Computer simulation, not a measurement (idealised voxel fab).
A process module follows: voxel fin reveal.
FYI the section here is cut, 220 nm wide, cells are 5 nm squares.
For the purposes of this document, a cross-section shall be understood as a grid of square cells, specified as bands listed in top-to-bottom order, each band consisting of one or more rows of cells.
For a band, the entry starts with two heights in nm, that of the top and then that of the bottom, and carries on with the band's materials in order from left to right, each alongside its width in nm; the word "edge to edge" beside a single material means it fills the band edge to edge, and "air" means empty space.
Heights are expressed relative to 0, this being the level below which the as-received wafer comprises one material exclusively. The lowest band is unbounded in the downward direction and is denoted as in "top 0, no bottom".
Think of "30 to 40" as a width that walks from the first number to the second as you go down the band, top row to bottom row, taking equal-sized steps from row to row.
"remained the same", as given for a step, is the statement that not any cell of the cross-section underwent a change during that step.
"Closed-off voids" means: voids of 8 cells or more that are shut off from the top with no open way through. Written width x height at distance, distance from the left edge, in nm.
Anything after a step's settings on that line? It's the simulator's own note about the step.
Among the settings permitted on a step's line is "overlay nm"; applied to a step with a mask, it specifies the extent to which the mask lay to the right of its planned position, whereas a negative figure signifies a position to the left.

List of planned process steps
- 1: RECEIVE with material Si
- 2: CONFORMAL_DEP with material SiN, thk nm 10
- 3: MASKED_ETCH with tone cover, mask id FINS, width nm 15, pitch nm 40, etch materials SiN, depth nm 10, overlay nm 0
- 4: MASKED_ETCH with tone cover, mask id FINS, width nm 15, pitch nm 40, etch materials Si, depth nm 40, overlay nm 0
- 5: OXIDIZE with depth nm 5
- 6: FILL_DEP with material SiO2, thk nm 5
- 7: CMP with height nm 10
- 8: SELECTIVE_ETCH with etch materials SiO2, depth nm 40
- 9: STRIP with etch materials SiN

Cross-section of the wafer upon arrival, representing the state reached after step 1
- top 0, no bottom = Si edge to edge
- Closed-off voids: none

First of two wafers: cross-section at end of module, run per plan
- top 0, bottom -30 = air=45 | Si=5 | air=35 | Si=5 | air=35 | Si=5 | air=35 | Si=5 | air=50
- top -30, bottom -45 = SiO2=45 | Si=5 | SiO2=35 | Si=5 | SiO2=35 | Si=5 | SiO2=35 | Si=5 | SiO2=50
- top -45, no bottom = Si edge to edge
- Closed-off voids: none

End of module, second wafer, cross-section. Started like the first, planned like the first, run with one mistake
- top 0, bottom -30 = air=45 | Si=5 | air=35 | Si=5 | air=35 | Si=5 | air=35 | Si=5 | air=50
- top -30, bottom -40 = SiO2=45 | Si=5 | SiO2=35 | Si=5 | SiO2=35 | Si=5 | SiO2=35 | Si=5 | SiO2=50
- top -40, no bottom = Si edge to edge
- Closed-off voids: none
Want to know what went wrong? step 4 did not use the planned setting and instead ran as MASKED_ETCH with tone cover, mask id FINS, width nm 15, pitch nm 40, etch materials Si, depth nm 35, overlay nm 0
Materials where the second wafer ends with more or fewer cells than the first: Si +40; SiO2 -40
